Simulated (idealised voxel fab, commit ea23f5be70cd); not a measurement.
Process module heading - voxel transistor to metal
170 nm wide, 5 nm square cells: that's cross-section cut.
For the purposes of this document, a cross-section shall be understood as a grid of square cells, specified as bands listed in top-to-bottom order, each band consisting of one or more rows of cells. Within each band entry, the heights of the top and of the bottom of the band appear first, in that order and in nm; the materials of the band then follow from left to right, each with its corresponding width in nm. The designation "all across" on a single material indicates that it fills the band from edge to edge; the designation "blank" indicates empty space. Measure heights from 0. That's the level where, below it, the as-received wafer is all one material. The lowest band is bottomless and extends downward; write it as in "0 nm and below". A width such as "30..40" changes by the same amount from each row of cells to the next, from the band's top row to its bottom row. Take "left unchanged" at face value: in the step it is given for, the cross-section changed in none of its cells. "Closed void inventory" specifies each empty space that is not open to the top and that occupies no fewer than 8 cells, using the form width x height at distance, the distance measured from the left edge and all three quantities in nm. after a step's settings: what the simulator itself notes on the step. On any step carrying a mask, the "overlay nm" setting, if present on the step's line, tells how far right of its planned place the mask lay; negative values point to the left.

## Process steps foreseen in the plan
1) RECEIVE (material Si)
2) OXIDIZE (depth nm 5)
3) CONFORMAL_DEP (material SiN; thk nm 10)
4) MASKED_ETCH (tone cover; mask id ACTIVE; width nm 100; etch materials SiN; depth nm 10; overlay nm 0)
5) MASKED_ETCH (tone cover; mask id ACTIVE; width nm 100; etch materials SiO2; depth nm 5; overlay nm 0)
6) MASKED_ETCH (tone cover; mask id ACTIVE; width nm 100; etch materials Si; depth nm 30; overlay nm 0)
7) FILL_DEP (material SiO2; thk nm 10)
8) CMP (height nm 10)
9) SELECTIVE_ETCH (etch materials SiO2; depth nm 10)
10) STRIP (etch materials SiN)
11) SELECTIVE_ETCH (etch materials SiO2; depth nm 5)
12) OXIDIZE (depth nm 5)
13) DIRECTIONAL_DEP (material polySi; thk nm 30)
14) DIRECTIONAL_DEP (material SiCN; thk nm 10)
15) PATTERN (tone cover; mask id GATE; material resist; width nm 30; thk nm 15; overlay nm 0)
16) DIRECTIONAL_ETCH (etch materials SiCN; depth nm 20)
17) DIRECTIONAL_ETCH (etch materials polySi; depth nm 40)
18) STRIP (etch materials resist)
19) CONFORMAL_DEP (material SiO2; thk nm 5)
20) DIRECTIONAL_ETCH (etch materials SiO2; depth nm 5)
21) CONFORMAL_DEP (material SiN; thk nm 10)
22) DIRECTIONAL_ETCH (etch materials SiN; depth nm 10)
23) DIRECTIONAL_ETCH (etch materials SiO2; depth nm 5)
24) DIRECTIONAL_ETCH (etch materials Si; depth nm 10)
25) EPI (material nSi; thk nm 10)
26) FILL_DEP (material SiO2; thk nm 10)
27) CMP (height nm 25)
28) STRIP (etch materials polySi)
29) SELECTIVE_ETCH (etch materials SiO2; depth nm 5)
30) CONFORMAL_DEP (material HfO2; thk nm 5)
31) CONFORMAL_DEP (material TiN; thk nm 5)
32) FILL_DEP (material W; thk nm 10)
33) CMP (height nm 20)
34) DIRECTIONAL_DEP (material SiO2; thk nm 15)
35) PATTERN (tone open; mask id CONTACT; material resist; width nm 15; pitch nm 75; thk nm 20; overlay nm 0)
36) DIRECTIONAL_ETCH (etch materials SiO2; depth nm 45)
37) STRIP (etch materials resist)
38) CONFORMAL_DEP (material TiN; thk nm 5)
39) FILL_DEP (material W; thk nm 5)
40) CMP (height nm 35)
41) CONFORMAL_DEP (material SiN; thk nm 5)
42) DIRECTIONAL_DEP (material lowk; thk nm 20)
43) MASKED_ETCH (tone open; mask id METAL_1; width nm 15; pitch nm 75; etch materials lowk; depth nm 20; overlay nm 0)
44) MASKED_ETCH (tone open; mask id METAL_1; width nm 15; pitch nm 75; etch materials SiN; depth nm 5; overlay nm 0)
45) CONFORMAL_DEP (material TiN; thk nm 5)
46) FILL_DEP (material Ru; thk nm 10)
47) CMP (height nm 60)
48) EPI (material Ru; thk nm 5)
49) FILL_DEP (material SiCN; thk nm 5)
50) DIRECTIONAL_DEP (material lowk; thk nm 25)
51) MASKED_ETCH (tone open; mask id METAL_2; width nm 15; pitch nm 75; etch materials lowk; depth nm 15; overlay nm 0)
52) MASKED_ETCH (tone open; mask id METAL_2_HOLES; width nm 15; pitch nm 75; etch materials lowk; depth nm 10; overlay nm 0)
53) MASKED_ETCH (tone open; mask id METAL_2_HOLES; width nm 15; pitch nm 75; etch materials SiCN; depth nm 5; overlay nm 0)
54) CONFORMAL_DEP (material TiN; thk nm 5)
55) FILL_DEP (material Cu; thk nm 10)
56) CMP (height nm 95)
57) CONFORMAL_DEP (material SiCN; thk nm 5)

## The cross-section here shows the wafer as received, i.e. in its state after step 1
> 0 nm and below = Si all across
> Closed void inventory: none

## What the wafer looks like in cross-section after this module, when it starts as shown above and follows the plan above but one mistake is made in running it
> 100 nm to 95 nm = SiCN all across
> 95 nm to 70 nm = lowk=40, then TiN=5, then Cu=5, then TiN=5, then lowk=60, then TiN=5, then Cu=5, then TiN=5, then lowk=40
> 70 nm to 65 nm = SiCN=40, then TiN=15, then SiCN=60, then TiN=15, then SiCN=40
> 65 nm to 55 nm = Ru all across
> 55 nm to 50 nm = TiN=45, then Ru=5, then TiN=70, then Ru=5, then TiN=45
> 50 nm to 30 nm = lowk=40, then TiN=5, then Ru=5, then TiN=5, then lowk=60, then TiN=5, then Ru=5, then TiN=5, then lowk=40
> 30 nm to 25 nm = SiN=40, then TiN=15, then SiN=60, then TiN=15, then SiN=40
> 25 nm to 20 nm = SiO2=40, then TiN=5, then W=5, then TiN=5, then SiO2=60, then TiN=5, then W=5, then TiN=5, then SiO2=40
> 20 nm to 5 nm = SiO2=40, then TiN=5, then W=5, then TiN=5, then SiN=10, then HfO2=5, then TiN=5, then W=20, then TiN=5, then HfO2=5, then SiN=10, then TiN=5, then W=5, then TiN=5, then SiO2=40
> 5 nm to 0 nm = SiO2=40, then TiN=15, then SiN=10, then HfO2=5, then TiN=5, then W=20, then TiN=5, then HfO2=5, then SiN=10, then TiN=15, then SiO2=40
> 0 nm to -5 nm = SiO2=40, then TiN=5, then nSi=10, then SiN=10, then HfO2=5, then TiN=30, then HfO2=5, then SiN=10, then nSi=10, then TiN=5, then SiO2=40
> -5 nm to -10 nm = SiO2=40, then TiN=5, then nSi=10, then SiO2=10, then HfO2=40, then SiO2=10, then nSi=10, then TiN=5, then SiO2=40
> -10 nm to -20 nm = SiO2=35, then nSi=20, then Si=60, then nSi=20, then SiO2=35
> -20 nm to -35 nm = SiO2=35, then Si=100, then SiO2=35
> -35 nm and below = Si all across
> Closed void inventory: none
The plan and the run diverged here: off-plan run, step 40, actual operation and settings CMP (height nm 25)
